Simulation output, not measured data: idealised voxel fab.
process module | voxel transistor to metal
cross-section cut | 170 nm wide | cells 5 nm
A cross-section is a grid of square cells, given in bands from the top down. A band is one or more rows of cells.
Each band's line starts with the height of the band's top and of its bottom, in nm. Then come its materials from left to right, each with its width in nm. One material with "throughout" fills the band from edge to edge. "air" is empty space.
Height 0 is the level under which the wafer as received is all one material. The lowest band goes on downwards, as in "0 down".
A width such as "30 to 40" changes by the same amount from each row of cells to the next, from the band's top row to its bottom row.
"no change" after a step means that no cell of the cross-section changed.
closed voids: empty space of 8 cells or more with no open way to the top, each as width x height at its distance from the left edge, in nm
after a step's settings: what the simulator itself notes on the step
overlay nm, on a step with a mask: how far to the right of its planned place the mask lay; to the left if negative
plan
1 op RECEIVE | material Si
2 op CONFORMAL_DEP | material SiO2 | thk nm 5
3 op CONFORMAL_DEP | material SiN | thk nm 10
4 op PATTERN | tone cover | mask id ACTIVE | material resist | width nm 95 | thk nm 15 | overlay nm 0
5 op DIRECTIONAL_ETCH | etch materials SiN | depth nm 10
6 op DIRECTIONAL_ETCH | etch materials SiO2 | depth nm 5
7 op DIRECTIONAL_ETCH | etch materials Si | depth nm 35
8 op STRIP | etch materials resist
9 op FILL_DEP | material SiO2 | thk nm 10
10 op CMP | height nm 15
11 op SELECTIVE_ETCH | etch materials SiO2 | depth nm 5
12 op STRIP | etch materials SiN
13 op SELECTIVE_ETCH | etch materials SiO2 | depth nm 5
14 op OXIDIZE | depth nm 5
15 op DIRECTIONAL_DEP | material polySi | thk nm 25
16 op DIRECTIONAL_DEP | material SiCN | thk nm 10
17 op PATTERN | tone cover | mask id GATE | material resist | width nm 25 | thk nm 15 | overlay nm 0
18 op DIRECTIONAL_ETCH | etch materials SiCN | depth nm 20
19 op DIRECTIONAL_ETCH | etch materials polySi | depth nm 35
20 op STRIP | etch materials resist
21 op CONFORMAL_DEP | material SiO2 | thk nm 5
22 op DIRECTIONAL_ETCH | etch materials SiO2 | depth nm 5
23 op CONFORMAL_DEP | material SiN | thk nm 10
24 op DIRECTIONAL_ETCH | etch materials SiN | depth nm 10
25 op DIRECTIONAL_ETCH | etch materials SiO2 | depth nm 5
26 op DIRECTIONAL_ETCH | etch materials Si | depth nm 10
27 op EPI | material SiGe | thk nm 10
28 op FILL_DEP | material SiO2 | thk nm 5
29 op CMP | height nm 35
30 op DIRECTIONAL_DEP | material SiO2 | thk nm 15
31 op MASKED_ETCH | tone open | mask id CONTACT | width nm 25 | pitch nm 60 | etch materials SiO2 | depth nm 45 | overlay nm 0
32 op CONFORMAL_DEP | material TiN | thk nm 5
33 op FILL_DEP | material W | thk nm 5
34 op CMP | height nm 50
35 op DIRECTIONAL_DEP | material TiN | thk nm 5
36 op DIRECTIONAL_DEP | material Ru | thk nm 25
37 op PATTERN | tone cover | mask id METAL_1 | material resist | width nm 15 | pitch nm 70 | thk nm 15 | overlay nm 0
38 op DIRECTIONAL_ETCH | etch materials Ru | depth nm 25
39 op DIRECTIONAL_ETCH | etch materials TiN | depth nm 5
40 op STRIP | etch materials resist
41 op FILL_DEP | material SiO2 | thk nm 5
42 op CMP | height nm 80
43 op CONFORMAL_DEP | material SiCN | thk nm 5
44 op DIRECTIONAL_DEP | material SiO2 | thk nm 25
45 op PATTERN | tone open | mask id METAL_2 | material resist | width nm 15 | pitch nm 70 | thk nm 20 | overlay nm 0
46 op DIRECTIONAL_ETCH | etch materials SiO2 | depth nm 15
47 op STRIP | etch materials resist
48 op DIRECTIONAL_DEP | material aC | thk nm 10
49 op PATTERN | tone open | mask id METAL_2_HOLES | material resist | width nm 15 | pitch nm 70 | thk nm 30 | overlay nm 0
50 op DIRECTIONAL_ETCH | etch materials aC | depth nm 10
51 op STRIP | etch materials resist
52 op DIRECTIONAL_ETCH | etch materials SiO2 | depth nm 10
53 op DIRECTIONAL_ETCH | etch materials SiCN | depth nm 5
54 op STRIP | etch materials aC
55 op CONFORMAL_DEP | material TiN | thk nm 5
56 op FILL_DEP | material Ru | thk nm 10
57 op CMP | height nm 110
58 op CONFORMAL_DEP | material SiN | thk nm 5
first wafer, as planned
as received, after step 1
  0 down: Si throughout
  closed voids: none
after step 2
  5 to 0: SiO2 throughout
  below 0: unchanged
after step 3
  15 to 5: SiN throughout
  below 5: unchanged
after step 4
  30 to 15: air 35 | resist 95 | air 40
  below 15: unchanged
after step 5
  30 to 15: air 35 | resist 95 | air 40
  15 to 5: air 35 | SiN 95 | air 40
  below 5: unchanged
after step 6
  30 to 15: air 35 | resist 95 | air 40
  15 to 5: air 35 | SiN 95 | air 40
  5 to 0: air 35 | SiO2 95 | air 40
  below 0: unchanged
after step 7
  30 to 15: air 35 | resist 95 | air 40
  15 to 5: air 35 | SiN 95 | air 40
  5 to 0: air 35 | SiO2 95 | air 40
  0 to -35: air 35 | Si 95 | air 40
  below -35: unchanged
after step 8
  15 to 5: air 35 | SiN 95 | air 40
  below 5: unchanged
after step 9
  25 to 15: SiO2 throughout
  15 to 5: SiO2 35 | SiN 95 | SiO2 40
  5 to 0: SiO2 throughout
  0 to -35: SiO2 35 | Si 95 | SiO2 40
  below -35: unchanged
after step 10
  15 to 5: SiO2 35 | SiN 95 | SiO2 40
  below 5: unchanged
after step 11
  15 to 10: air 35 | SiN 95 | air 40
  below 10: unchanged
after step 12
  10 to 5: SiO2 35 | air 95 | SiO2 40
  below 5: unchanged
after step 13
  5 to 0: SiO2 30 | air 105 | SiO2 35
  below 0: unchanged
after step 14
  5 to 0: SiO2 30 | air 105 | SiO2 35
  0 to -5: SiO2 throughout
  below -5: unchanged
after step 15
  30 to 25: polySi 30 | air 105 | polySi 35
  25 to 5: polySi throughout
  5 to 0: SiO2 30 | polySi 105 | SiO2 35
  below 0: unchanged
after step 16
  40 to 35: SiCN 30 | air 105 | SiCN 35
  35 to 30: SiCN throughout
  30 to 25: polySi 30 | SiCN 105 | polySi 35
  below 25: unchanged
after step 17
  55 to 40: air 70 | resist 25 | air 75
  40 to 35: SiCN 30 | air 40 | resist 25 | air 40 | SiCN 35
  below 35: unchanged
after step 18
  55 to 35: air 70 | resist 25 | air 75
  35 to 30: air 70 | SiCN 25 | air 75
  30 to 25: polySi 30 | air 40 | SiCN 25 | air 40 | polySi 35
  below 25: unchanged
after step 19
  55 to 35: air 70 | resist 25 | air 75
  35 to 25: air 70 | SiCN 25 | air 75
  25 to 5: air 70 | polySi 25 | air 75
  5 to 0: SiO2 30 | air 40 | polySi 25 | air 40 | SiO2 35
  below 0: unchanged
after step 20
  35 to 25: air 70 | SiCN 25 | air 75
  below 25: unchanged
after step 21
  40 to 35: air 65 | SiO2 35 | air 70
  35 to 25: air 65 | SiO2 5 | SiCN 25 | SiO2 5 | air 70
  25 to 10: air 65 | SiO2 5 | polySi 25 | SiO2 5 | air 70
  10 to 5: SiO2 35 | air 30 | SiO2 5 | polySi 25 | SiO2 5 | air 30 | SiO2 40
  5 to 0: SiO2 70 | polySi 25 | SiO2 75
  below 0: unchanged
after step 22
  35 to 25: air 65 | SiO2 5 | SiCN 25 | SiO2 5 | air 70
  25 to 5: air 65 | SiO2 5 | polySi 25 | SiO2 5 | air 70
  5 to 0: SiO2 35 | air 30 | SiO2 5 | polySi 25 | SiO2 5 | air 30 | SiO2 40
  below 0: unchanged
after step 23
  45 to 35: air 55 | SiN 55 | air 60
  35 to 25: air 55 | SiN 10 | SiO2 5 | SiCN 25 | SiO2 5 | SiN 10 | air 60
  25 to 15: air 55 | SiN 10 | SiO2 5 | polySi 25 | SiO2 5 | SiN 10 | air 60
  15 to 10: SiN 45 | air 10 | SiN 10 | SiO2 5 | polySi 25 | SiO2 5 | SiN 10 | air 10 | SiN 50
  10 to 5: SiN 65 | SiO2 5 | polySi 25 | SiO2 5 | SiN 70
  5 to 0: SiO2 35 | SiN 30 | SiO2 5 | polySi 25 | SiO2 5 | SiN 30 | SiO2 40
  below 0: unchanged
after step 24
  35 to 25: air 55 | SiN 10 | SiO2 5 | SiCN 25 | SiO2 5 | SiN 10 | air 60
  25 to 5: air 55 | SiN 10 | SiO2 5 | polySi 25 | SiO2 5 | SiN 10 | air 60
  5 to 0: SiO2 35 | SiN 10 | air 10 | SiN 10 | SiO2 5 | polySi 25 | SiO2 5 | SiN 10 | air 10 | SiN 10 | SiO2 40
  below 0: unchanged
after step 25
  35 to 30: air 55 | SiN 10 | air 5 | SiCN 25 | air 5 | SiN 10 | air 60
  30 to 25: air 55 | SiN 10 | SiO2 5 | SiCN 25 | SiO2 5 | SiN 10 | air 60
  25 to 5: air 55 | SiN 10 | SiO2 5 | polySi 25 | SiO2 5 | SiN 10 | air 60
  5 to 0: air 35 | SiN 10 | air 10 | SiN 10 | SiO2 5 | polySi 25 | SiO2 5 | SiN 10 | air 10 | SiN 10 | air 40
  0 to -5: SiO2 45 | air 10 | SiO2 55 | air 10 | SiO2 50
  below -5: unchanged
after step 26
  35 to 30: air 55 | SiN 10 | air 5 | SiCN 25 | air 5 | SiN 10 | air 60
  30 to 25: air 55 | SiN 10 | SiO2 5 | SiCN 25 | SiO2 5 | SiN 10 | air 60
  25 to 5: air 55 | SiN 10 | SiO2 5 | polySi 25 | SiO2 5 | SiN 10 | air 60
  5 to 0: air 35 | SiN 10 | air 10 | SiN 10 | SiO2 5 | polySi 25 | SiO2 5 | SiN 10 | air 10 | SiN 10 | air 40
  0 to -5: SiO2 45 | air 10 | SiO2 55 | air 10 | SiO2 50
  -5 to -15: SiO2 35 | Si 10 | air 10 | Si 55 | air 10 | Si 10 | SiO2 40
  below -15: unchanged
after step 27
  35 to 30: air 55 | SiN 10 | air 5 | SiCN 25 | air 5 | SiN 10 | air 60
  30 to 25: air 55 | SiN 10 | SiO2 5 | SiCN 25 | SiO2 5 | SiN 10 | air 60
  25 to 5: air 55 | SiN 10 | SiO2 5 | polySi 25 | SiO2 5 | SiN 10 | air 60
  5 to 0: air 35 | SiN 10 | SiGe 10 | SiN 10 | SiO2 5 | polySi 25 | SiO2 5 | SiN 10 | SiGe 10 | SiN 10 | air 40
  0 to -5: SiO2 45 | SiGe 10 | SiO2 55 | SiGe 10 | SiO2 50
  -5 to -15: SiO2 35 | Si 10 | SiGe 10 | Si 55 | SiGe 10 | Si 10 | SiO2 40
  below -15: unchanged
after step 28
  40 to 35: SiO2 throughout
  35 to 25: SiO2 55 | SiN 10 | SiO2 5 | SiCN 25 | SiO2 5 | SiN 10 | SiO2 60
  25 to 5: SiO2 55 | SiN 10 | SiO2 5 | polySi 25 | SiO2 5 | SiN 10 | SiO2 60
  5 to 0: SiO2 35 | SiN 10 | SiGe 10 | SiN 10 | SiO2 5 | polySi 25 | SiO2 5 | SiN 10 | SiGe 10 | SiN 10 | SiO2 40
  below 0: unchanged
after step 29
  35 to 25: SiO2 55 | SiN 10 | SiO2 5 | SiCN 25 | SiO2 5 | SiN 10 | SiO2 60
  below 25: unchanged
after step 30
  50 to 35: SiO2 throughout
  below 35: unchanged
after step 31
  50 to 35: SiO2 40 | air 25 | SiO2 35 | air 25 | SiO2 45
  35 to 25: SiO2 40 | air 15 | SiN 10 | SiO2 5 | SiCN 25 | SiO2 5 | SiN 10 | air 15 | SiO2 45
  25 to 5: SiO2 40 | air 15 | SiN 10 | SiO2 5 | polySi 25 | SiO2 5 | SiN 10 | air 15 | SiO2 45
  below 5: unchanged
after step 32
  55 to 50: TiN 45 | air 15 | TiN 45 | air 15 | TiN 50
  50 to 40: SiO2 40 | TiN 5 | air 15 | TiN 5 | SiO2 35 | TiN 5 | air 15 | TiN 5 | SiO2 45
  40 to 35: SiO2 40 | TiN 5 | air 5 | TiN 15 | SiO2 35 | TiN 15 | air 5 | TiN 5 | SiO2 45
  35 to 25: SiO2 40 | TiN 5 | air 5 | TiN 5 | SiN 10 | SiO2 5 | SiCN 25 | SiO2 5 | SiN 10 | TiN 5 | air 5 | TiN 5 | SiO2 45
  25 to 10: SiO2 40 | TiN 5 | air 5 | TiN 5 | SiN 10 | SiO2 5 | polySi 25 | SiO2 5 | SiN 10 | TiN 5 | air 5 | TiN 5 | SiO2 45
  10 to 5: SiO2 40 | TiN 15 | SiN 10 | SiO2 5 | polySi 25 | SiO2 5 | SiN 10 | TiN 15 | SiO2 45
  below 5: unchanged
after step 33
  60 to 55: W throughout
  55 to 50: TiN 45 | W 15 | TiN 45 | W 15 | TiN 50
  50 to 40: SiO2 40 | TiN 5 | W 15 | TiN 5 | SiO2 35 | TiN 5 | W 15 | TiN 5 | SiO2 45
  40 to 35: SiO2 40 | TiN 5 | W 5 | TiN 15 | SiO2 35 | TiN 15 | W 5 | TiN 5 | SiO2 45
  35 to 25: SiO2 40 | TiN 5 | W 5 | TiN 5 | SiN 10 | SiO2 5 | SiCN 25 | SiO2 5 | SiN 10 | TiN 5 | W 5 | TiN 5 | SiO2 45
  25 to 10: SiO2 40 | TiN 5 | W 5 | TiN 5 | SiN 10 | SiO2 5 | polySi 25 | SiO2 5 | SiN 10 | TiN 5 | W 5 | TiN 5 | SiO2 45
  below 10: unchanged
after step 34
  50 to 40: SiO2 40 | TiN 5 | W 15 | TiN 5 | SiO2 35 | TiN 5 | W 15 | TiN 5 | SiO2 45
  below 40: unchanged
after step 35
  55 to 50: TiN throughout
  below 50: unchanged
after step 36
  80 to 55: Ru throughout
  below 55: unchanged
after step 37
  95 to 80: air 40 | resist 15 | air 55 | resist 15 | air 45
  below 80: unchanged
after step 38
  95 to 80: air 40 | resist 15 | air 55 | resist 15 | air 45
  80 to 55: air 40 | Ru 15 | air 55 | Ru 15 | air 45
  below 55: unchanged
after step 39
  95 to 80: air 40 | resist 15 | air 55 | resist 15 | air 45
  80 to 55: air 40 | Ru 15 | air 55 | Ru 15 | air 45
  55 to 50: air 40 | TiN 15 | air 55 | TiN 15 | air 45
  below 50: unchanged
after step 40
  80 to 55: air 40 | Ru 15 | air 55 | Ru 15 | air 45
  below 55: unchanged
after step 41
  85 to 80: SiO2 throughout
  80 to 55: SiO2 40 | Ru 15 | SiO2 55 | Ru 15 | SiO2 45
  55 to 50: SiO2 40 | TiN 15 | SiO2 55 | TiN 15 | SiO2 45
  below 50: unchanged
after step 42
  80 to 55: SiO2 40 | Ru 15 | SiO2 55 | Ru 15 | SiO2 45
  below 55: unchanged
after step 43
  85 to 80: SiCN throughout
  below 80: unchanged
after step 44
  110 to 85: SiO2 throughout
  below 85: unchanged
after step 45
  130 to 110: resist 40 | air 15 | resist 55 | air 15 | resist 45
  below 110: unchanged
after step 46
  130 to 110: resist 40 | air 15 | resist 55 | air 15 | resist 45
  110 to 95: SiO2 40 | air 15 | SiO2 55 | air 15 | SiO2 45
  below 95: unchanged
after step 47
  110 to 95: SiO2 40 | air 15 | SiO2 55 | air 15 | SiO2 45
  below 95: unchanged
after step 48
  120 to 110: aC 40 | air 15 | aC 55 | air 15 | aC 45
  110 to 105: SiO2 40 | air 15 | SiO2 55 | air 15 | SiO2 45
  105 to 95: SiO2 40 | aC 15 | SiO2 55 | aC 15 | SiO2 45
  below 95: unchanged
after step 49
  150 to 120: resist 40 | air 15 | resist 55 | air 15 | resist 45
  below 120: unchanged
after step 50
  140 to 120: resist 40 | air 15 | resist 55 | air 15 | resist 45
  120 to 110: aC 40 | air 15 | aC 55 | air 15 | aC 45
  110 to 95: SiO2 40 | air 15 | SiO2 55 | air 15 | SiO2 45
  below 95: unchanged
after step 51
  120 to 110: aC 40 | air 15 | aC 55 | air 15 | aC 45
  below 110: unchanged
after step 52
  120 to 110: aC 40 | air 15 | aC 55 | air 15 | aC 45
  110 to 85: SiO2 40 | air 15 | SiO2 55 | air 15 | SiO2 45
  below 85: unchanged
after step 53
  120 to 110: aC 40 | air 15 | aC 55 | air 15 | aC 45
  110 to 85: SiO2 40 | air 15 | SiO2 55 | air 15 | SiO2 45
  85 to 80: SiCN 40 | air 15 | SiCN 55 | air 15 | SiCN 45
  below 80: unchanged
after step 54
  110 to 85: SiO2 40 | air 15 | SiO2 55 | air 15 | SiO2 45
  below 85: unchanged
after step 55
  115 to 110: TiN 45 | air 5 | TiN 65 | air 5 | TiN 50
  110 to 85: SiO2 40 | TiN 5 | air 5 | TiN 5 | SiO2 55 | TiN 5 | air 5 | TiN 5 | SiO2 45
  85 to 80: SiCN 40 | TiN 15 | SiCN 55 | TiN 15 | SiCN 45
  below 80: unchanged
after step 56
  125 to 115: Ru throughout
  115 to 110: TiN 45 | Ru 5 | TiN 65 | Ru 5 | TiN 50
  110 to 85: SiO2 40 | TiN 5 | Ru 5 | TiN 5 | SiO2 55 | TiN 5 | Ru 5 | TiN 5 | SiO2 45
  below 85: unchanged
after step 57
  110 to 85: SiO2 40 | TiN 5 | Ru 5 | TiN 5 | SiO2 55 | TiN 5 | Ru 5 | TiN 5 | SiO2 45
  below 85: unchanged
after step 58
  115 to 110: SiN throughout
  below 110: unchanged
second wafer: like start, like plan, one mistake. Through step 20 it matches the first wafer
when step 21 should have ended: no change
when step 22 should have ended
  35 to 25: air 70 | SiCN 25 | air 75
  25 to 0: air 70 | polySi 25 | air 75
  0 to -5: SiO2 30 | air 40 | SiO2 25 | air 40 | SiO2 35
  below -5: unchanged
when step 23 should have ended
  45 to 35: air 60 | SiN 45 | air 65
  35 to 25: air 60 | SiN 10 | SiCN 25 | SiN 10 | air 65
  25 to 10: air 60 | SiN 10 | polySi 25 | SiN 10 | air 65
  10 to 5: SiN 40 | air 20 | SiN 10 | polySi 25 | SiN 10 | air 20 | SiN 45
  5 to 0: SiN 70 | polySi 25 | SiN 75
  0 to -5: SiO2 30 | SiN 40 | SiO2 25 | SiN 40 | SiO2 35
  below -5: unchanged
when step 24 should have ended
  35 to 25: air 60 | SiN 10 | SiCN 25 | SiN 10 | air 65
  25 to 0: air 60 | SiN 10 | polySi 25 | SiN 10 | air 65
  0 to -5: SiO2 30 | SiN 10 | air 20 | SiN 10 | SiO2 25 | SiN 10 | air 20 | SiN 10 | SiO2 35
  below -5: unchanged
when step 25 should have ended
  35 to 25: air 60 | SiN 10 | SiCN 25 | SiN 10 | air 65
  25 to 0: air 60 | SiN 10 | polySi 25 | SiN 10 | air 65
  0 to -5: air 30 | SiN 10 | air 20 | SiN 10 | SiO2 25 | SiN 10 | air 20 | SiN 10 | air 35
  below -5: unchanged
when step 26 should have ended
  35 to 25: air 60 | SiN 10 | SiCN 25 | SiN 10 | air 65
  25 to 0: air 60 | SiN 10 | polySi 25 | SiN 10 | air 65
  0 to -5: air 30 | SiN 10 | air 20 | SiN 10 | SiO2 25 | SiN 10 | air 20 | SiN 10 | air 35
  -5 to -15: SiO2 35 | Si 5 | air 20 | Si 45 | air 20 | Si 5 | SiO2 40
  below -15: unchanged
when step 27 should have ended
  35 to 25: air 60 | SiN 10 | SiCN 25 | SiN 10 | air 65
  25 to 5: air 60 | SiN 10 | polySi 25 | SiN 10 | air 65
  5 to 0: air 35 | SiGe 25 | SiN 10 | polySi 25 | SiN 10 | SiGe 25 | air 40
  0 to -5: air 30 | SiN 10 | SiGe 20 | SiN 10 | SiO2 25 | SiN 10 | SiGe 20 | SiN 10 | air 35
  -5 to -15: SiO2 35 | Si 5 | SiGe 20 | Si 45 | SiGe 20 | Si 5 | SiO2 40
  below -15: unchanged
when step 28 should have ended
  40 to 35: SiO2 throughout
  35 to 25: SiO2 60 | SiN 10 | SiCN 25 | SiN 10 | SiO2 65
  25 to 5: SiO2 60 | SiN 10 | polySi 25 | SiN 10 | SiO2 65
  5 to 0: SiO2 35 | SiGe 25 | SiN 10 | polySi 25 | SiN 10 | SiGe 25 | SiO2 40
  0 to -5: SiO2 30 | SiN 10 | SiGe 20 | SiN 10 | SiO2 25 | SiN 10 | SiGe 20 | SiN 10 | SiO2 35
  below -5: unchanged
when step 29 should have ended
  35 to 25: SiO2 60 | SiN 10 | SiCN 25 | SiN 10 | SiO2 65
  below 25: unchanged
when step 30 should have ended
  50 to 35: SiO2 throughout
  below 35: unchanged
when step 31 should have ended
  50 to 35: SiO2 40 | air 25 | SiO2 35 | air 25 | SiO2 45
  35 to 25: SiO2 40 | air 20 | SiN 10 | SiCN 25 | SiN 10 | air 20 | SiO2 45
  25 to 5: SiO2 40 | air 20 | SiN 10 | polySi 25 | SiN 10 | air 20 | SiO2 45
  below 5: unchanged
when step 32 should have ended
  55 to 50: TiN 45 | air 15 | TiN 45 | air 15 | TiN 50
  50 to 40: SiO2 40 | TiN 5 | air 15 | TiN 5 | SiO2 35 | TiN 5 | air 15 | TiN 5 | SiO2 45
  40 to 35: SiO2 40 | TiN 5 | air 10 | TiN 10 | SiO2 35 | TiN 10 | air 10 | TiN 5 | SiO2 45
  35 to 25: SiO2 40 | TiN 5 | air 10 | TiN 5 | SiN 10 | SiCN 25 | SiN 10 | TiN 5 | air 10 | TiN 5 | SiO2 45
  25 to 10: SiO2 40 | TiN 5 | air 10 | TiN 5 | SiN 10 | polySi 25 | SiN 10 | TiN 5 | air 10 | TiN 5 | SiO2 45
  10 to 5: SiO2 40 | TiN 20 | SiN 10 | polySi 25 | SiN 10 | TiN 20 | SiO2 45
  below 5: unchanged
when step 33 should have ended
  60 to 55: W throughout
  55 to 50: TiN 45 | W 15 | TiN 45 | W 15 | TiN 50
  50 to 40: SiO2 40 | TiN 5 | W 15 | TiN 5 | SiO2 35 | TiN 5 | W 15 | TiN 5 | SiO2 45
  40 to 35: SiO2 40 | TiN 5 | W 10 | TiN 10 | SiO2 35 | TiN 10 | W 10 | TiN 5 | SiO2 45
  35 to 25: SiO2 40 | TiN 5 | W 10 | TiN 5 | SiN 10 | SiCN 25 | SiN 10 | TiN 5 | W 10 | TiN 5 | SiO2 45
  25 to 10: SiO2 40 | TiN 5 | W 10 | TiN 5 | SiN 10 | polySi 25 | SiN 10 | TiN 5 | W 10 | TiN 5 | SiO2 45
  below 10: unchanged
when step 34 should have ended
  50 to 40: SiO2 40 | TiN 5 | W 15 | TiN 5 | SiO2 35 | TiN 5 | W 15 | TiN 5 | SiO2 45
  below 40: unchanged
when step 35 should have ended
  55 to 50: TiN throughout
  below 50: unchanged
when step 36 should have ended
  80 to 55: Ru throughout
  below 55: unchanged
when step 37 should have ended
  95 to 80: air 40 | resist 15 | air 55 | resist 15 | air 45
  below 80: unchanged
when step 38 should have ended
  95 to 80: air 40 | resist 15 | air 55 | resist 15 | air 45
  80 to 55: air 40 | Ru 15 | air 55 | Ru 15 | air 45
  below 55: unchanged
when step 39 should have ended
  95 to 80: air 40 | resist 15 | air 55 | resist 15 | air 45
  80 to 55: air 40 | Ru 15 | air 55 | Ru 15 | air 45
  55 to 50: air 40 | TiN 15 | air 55 | TiN 15 | air 45
  below 50: unchanged
when step 40 should have ended
  80 to 55: air 40 | Ru 15 | air 55 | Ru 15 | air 45
  below 55: unchanged
when step 41 should have ended
  85 to 80: SiO2 throughout
  80 to 55: SiO2 40 | Ru 15 | SiO2 55 | Ru 15 | SiO2 45
  55 to 50: SiO2 40 | TiN 15 | SiO2 55 | TiN 15 | SiO2 45
  below 50: unchanged
when step 42 should have ended
  80 to 55: SiO2 40 | Ru 15 | SiO2 55 | Ru 15 | SiO2 45
  below 55: unchanged
when step 43 should have ended
  85 to 80: SiCN throughout
  below 80: unchanged
when step 44 should have ended
  110 to 85: SiO2 throughout
  below 85: unchanged
when step 45 should have ended
  130 to 110: resist 40 | air 15 | resist 55 | air 15 | resist 45
  below 110: unchanged
when step 46 should have ended
  130 to 110: resist 40 | air 15 | resist 55 | air 15 | resist 45
  110 to 95: SiO2 40 | air 15 | SiO2 55 | air 15 | SiO2 45
  below 95: unchanged
when step 47 should have ended
  110 to 95: SiO2 40 | air 15 | SiO2 55 | air 15 | SiO2 45
  below 95: unchanged
when step 48 should have ended
  120 to 110: aC 40 | air 15 | aC 55 | air 15 | aC 45
  110 to 105: SiO2 40 | air 15 | SiO2 55 | air 15 | SiO2 45
  105 to 95: SiO2 40 | aC 15 | SiO2 55 | aC 15 | SiO2 45
  below 95: unchanged
when step 49 should have ended
  150 to 120: resist 40 | air 15 | resist 55 | air 15 | resist 45
  below 120: unchanged
when step 50 should have ended
  140 to 120: resist 40 | air 15 | resist 55 | air 15 | resist 45
  120 to 110: aC 40 | air 15 | aC 55 | air 15 | aC 45
  110 to 95: SiO2 40 | air 15 | SiO2 55 | air 15 | SiO2 45
  below 95: unchanged
when step 51 should have ended
  120 to 110: aC 40 | air 15 | aC 55 | air 15 | aC 45
  below 110: unchanged
when step 52 should have ended
  120 to 110: aC 40 | air 15 | aC 55 | air 15 | aC 45
  110 to 85: SiO2 40 | air 15 | SiO2 55 | air 15 | SiO2 45
  below 85: unchanged
when step 53 should have ended
  120 to 110: aC 40 | air 15 | aC 55 | air 15 | aC 45
  110 to 85: SiO2 40 | air 15 | SiO2 55 | air 15 | SiO2 45
  85 to 80: SiCN 40 | air 15 | SiCN 55 | air 15 | SiCN 45
  below 80: unchanged
when step 54 should have ended
  110 to 85: SiO2 40 | air 15 | SiO2 55 | air 15 | SiO2 45
  below 85: unchanged
when step 55 should have ended
  115 to 110: TiN 45 | air 5 | TiN 65 | air 5 | TiN 50
  110 to 85: SiO2 40 | TiN 5 | air 5 | TiN 5 | SiO2 55 | TiN 5 | air 5 | TiN 5 | SiO2 45
  85 to 80: SiCN 40 | TiN 15 | SiCN 55 | TiN 15 | SiCN 45
  below 80: unchanged
when step 56 should have ended
  125 to 115: Ru throughout
  115 to 110: TiN 45 | Ru 5 | TiN 65 | Ru 5 | TiN 50
  110 to 85: SiO2 40 | TiN 5 | Ru 5 | TiN 5 | SiO2 55 | TiN 5 | Ru 5 | TiN 5 | SiO2 45
  below 85: unchanged
when step 57 should have ended
  110 to 85: SiO2 40 | TiN 5 | Ru 5 | TiN 5 | SiO2 55 | TiN 5 | Ru 5 | TiN 5 | SiO2 45
  below 85: unchanged
when step 58 should have ended
  115 to 110: SiN throughout
  below 110: unchanged
what went wrong: step 21 was left out
at the end the second wafer has, in cells: 8 fewer of Si | 18 more of SiGe | 4 more of SiN | 26 fewer of SiO2 | 12 more of W
